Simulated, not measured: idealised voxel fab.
process module | voxel gate over fins
cross-section cut | 255 nm wide | cells 5 nm
A cross-section is a grid of square cells, given in bands from the top down. A band is one or more rows of cells.
Each band's line starts with the height of the band's top and of its bottom, in nm. Then come its materials from left to right, each with its width in nm. One material with "throughout" fills the band from edge to edge. "air" is empty space.
Height 0 is the level under which the wafer as received is all one material. The lowest band goes on downwards, as in "0 down".
A width such as "30 to 40" changes by the same amount from each row of cells to the next, from the band's top row to its bottom row.
"no change" after a step means that no cell of the cross-section changed.
closed voids: empty space of 8 cells or more with no open way to the top, each as width x height at its distance from the left edge, in nm
after a step's settings: what the simulator itself notes on the step
overlay nm, on a step with a mask: how far to the right of its planned place the mask lay; to the left if negative
plan
1 op RECEIVE | material Si
2 op CONFORMAL_DEP | material SiN | thk nm 10
3 op DIRECTIONAL_DEP | material aC | thk nm 10
4 op PATTERN | tone cover | mask id FINS | material resist | width nm 15 | pitch nm 45 | thk nm 25 | overlay nm 0
5 op DIRECTIONAL_ETCH | etch materials aC | depth nm 10
6 op STRIP | etch materials resist
7 op DIRECTIONAL_ETCH | etch materials SiN | depth nm 10
8 op DIRECTIONAL_ETCH | etch materials Si | depth nm 40
9 op STRIP | etch materials aC
10 op FILL_DEP | material SiO2 | thk nm 5
11 op CMP | height nm 10
12 op SELECTIVE_ETCH | etch materials SiO2 | depth nm 25
13 op STRIP | etch materials SiN
14 op CONFORMAL_DEP | material HfO2 | thk nm 5
15 op CONFORMAL_DEP | material TiN | thk nm 5
16 op FILL_DEP | material W | thk nm 15
17 op CMP | height nm 20
18 op CONFORMAL_DEP | material SiN | thk nm 5
as received, after step 1
  0 down: Si throughout
  closed voids: none
a wafer at the end: this start, this plan, one mistake
  25 to 20: SiN throughout
  20 to 10: W throughout
  10 to 5: W 60 | TiN 135 | W 60
  5 to 0: W 60 | TiN 5 | HfO2 35 | TiN 10 | HfO2 35 | TiN 10 | HfO2 35 | TiN 5 | W 60
  0 to -5: W 60 | TiN 5 | HfO2 5 | Si 25 | HfO2 5 | TiN 10 | HfO2 5 | Si 25 | HfO2 5 | TiN 10 | HfO2 5 | Si 25 | HfO2 5 | TiN 5 | W 60
  -5 to -10: TiN 65 | HfO2 5 | Si 25 | HfO2 5 | TiN 10 | HfO2 5 | Si 25 | HfO2 5 | TiN 10 | HfO2 5 | Si 25 | HfO2 5 | TiN 65
  -10 to -15: HfO2 70 | Si 25 | HfO2 20 | Si 25 | HfO2 20 | Si 25 | HfO2 70
  -15 to -40: SiO2 70 | Si 25 | SiO2 20 | Si 25 | SiO2 20 | Si 25 | SiO2 70
  -40 down: Si throughout
  closed voids: none
what went wrong: step 4 ran as: op PATTERN | tone cover | mask id FINS | material resist | width nm 25 | pitch nm 45 | thk nm 25 | overlay nm 0
